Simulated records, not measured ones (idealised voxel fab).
Title: Process Module voxel ribs on slabs
The width of the displayed cross-section, cut, is 285 nm; its cells are square, with a size of 5 nm.
Think of the cross-section as a grid of square cells. We describe it in bands, top to bottom, and each band covers one or more rows of those cells.
Band: top height; bottom height; in nm. Then, left to right: material with width in nm, for each material. "full width": a single material spanning edge to edge. "blank": empty space.
Convention: height 0 is the level below which the wafer, as received, is all one material. The lowest band does not terminate at the bottom but continues downward, represented as "z 0 and below".
Note: "30->40" means the width goes from the first number (top row of the band) to the second number (bottom row) in equal steps per row of cells.
Take "no alterations made" at face value: in the step it is given for, the cross-section changed in none of its cells.
Look at "Closed void inventory" for the closed voids: empty spaces with no open path to the top, sized 8 cells or up. Each is width x height at distance, distance from the left edge, all nm.
It should be noted that, on the line of a given step, the content following the step's settings is a remark produced by the simulator itself with respect to that step.
overlay nm: right-of-plan distance of the mask on a masked step; negative values mean left-of-plan.

**Process steps (planned)**
1. RECEIVE, material Si
2. DIRECTIONAL_DEP, material SiO2, thk nm 20
3. DIRECTIONAL_DEP, material polySi, thk nm 25
4. PATTERN, tone cover, mask id RIB, material resist, width nm 30, thk nm 20, overlay nm 0
5. DIRECTIONAL_ETCH, etch materials polySi, depth nm 5
6. STRIP, etch materials resist
7. PATTERN, tone cover, mask id SLAB, material resist, width nm 60, thk nm 15, overlay nm 0
8. DIRECTIONAL_ETCH, etch materials polySi, depth nm 20
9. STRIP, etch materials resist
10. FILL_DEP, material SiO2, thk nm 30
11. CMP, height nm 65
12. DIRECTIONAL_DEP, material W, thk nm 10
13. PATTERN, tone cover, mask id HEATER, material resist, width nm 40, thk nm 15, overlay nm 0
14. DIRECTIONAL_ETCH, etch materials W, depth nm 10
15. STRIP, etch materials resist
16. CONFORMAL_DEP, material SiN, thk nm 5

**Cross-section, incoming material, after step 1**
  z 0 and below = Si full width
  Closed void inventory: none

**One mistake in running the module, otherwise start and plan as above: cross-section at the end**
  z 80 to 75 = blank 115 nm, SiN 50 nm, blank 120 nm
  z 75 to 70 = blank 115 nm, SiN 5 nm, W 40 nm, SiN 5 nm, blank 120 nm
  z 70 to 65 = SiN 120 nm, W 40 nm, SiN 125 nm
  z 65 to 45 = SiO2 110 nm, polySi 60 nm, SiO2 115 nm
  z 45 to 20 = polySi full width
  z 20 to 0 = SiO2 full width
  z 0 and below = Si full width
  Closed void inventory: none
Heads up, the wafer didn't run the way we planned it: in the plan, step 3 was performed twice
